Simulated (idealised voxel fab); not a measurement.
process module | voxel trench capacitor
cross-section cut | 245 nm wide | cells 5 nm
A cross-section is a grid of square cells, given in bands from the top down. A band is one or more rows of cells.
Each band's line starts with the height of the band's top and of its bottom, in nm. Then come its materials from left to right, each with its width in nm. One material with "throughout" fills the band from edge to edge. "air" is empty space.
Height 0 is the level under which the wafer as received is all one material. The lowest band goes on downwards, as in "0 down".
A width such as "30 to 40" changes by the same amount from each row of cells to the next, from the band's top row to its bottom row.
"no change" after a step means that no cell of the cross-section changed.
closed voids: empty space of 8 cells or more with no open way to the top, each as width x height at its distance from the left edge, in nm
after a step's settings: what the simulator itself notes on the step
overlay nm, on a step with a mask: how far to the right of its planned place the mask lay; to the left if negative
plan
1 op RECEIVE | material Si
2 op CONFORMAL_DEP | material SiN | thk nm 10
3 op DIRECTIONAL_DEP | material aC | thk nm 10
4 op PATTERN | tone open | mask id TRENCH | material resist | width nm 25 | pitch nm 45 | thk nm 25 | overlay nm -15
5 op DIRECTIONAL_ETCH | etch materials aC | depth nm 10
6 op STRIP | etch materials resist
7 op DIRECTIONAL_ETCH | etch materials SiN | depth nm 10
8 op DIRECTIONAL_ETCH | etch materials Si | depth nm 35
9 op STRIP | etch materials aC
10 op CONFORMAL_DEP | material Al2O3 | thk nm 5
11 op CONFORMAL_DEP | material TiN | thk nm 5
12 op FILL_DEP | material W | thk nm 10
13 op CMP | height nm 10
varied across the wafers: overlay nm of step 4. The plan shows the first wafer's value. All wafers start alike
first wafer as received, after step 1
  0 down: Si throughout
  closed voids: none
each wafer at the end: cells of each material gained (+) or lost (-) since it was received, then its closed voids
overlay nm -15 | +42 Al2O3 | -70 Si | +78 SiN | +34 TiN | +14 W | closed voids: none
overlay nm -10 | +42 Al2O3 | -70 Si | +78 SiN | +34 TiN | +14 W | closed voids: none
overlay nm -5 | +42 Al2O3 | -70 Si | +78 SiN | +34 TiN | +14 W | closed voids: none
overlay nm 0 | +42 Al2O3 | -70 Si | +78 SiN | +34 TiN | +14 W | closed voids: none
overlay nm 5 | +42 Al2O3 | -70 Si | +78 SiN | +34 TiN | +14 W | closed voids: none
overlay nm 10 | +42 Al2O3 | -70 Si | +78 SiN | +34 TiN | +14 W | closed voids: none
overlay nm 15 | +42 Al2O3 | -70 Si | +78 SiN | +34 TiN | +14 W | closed voids: none
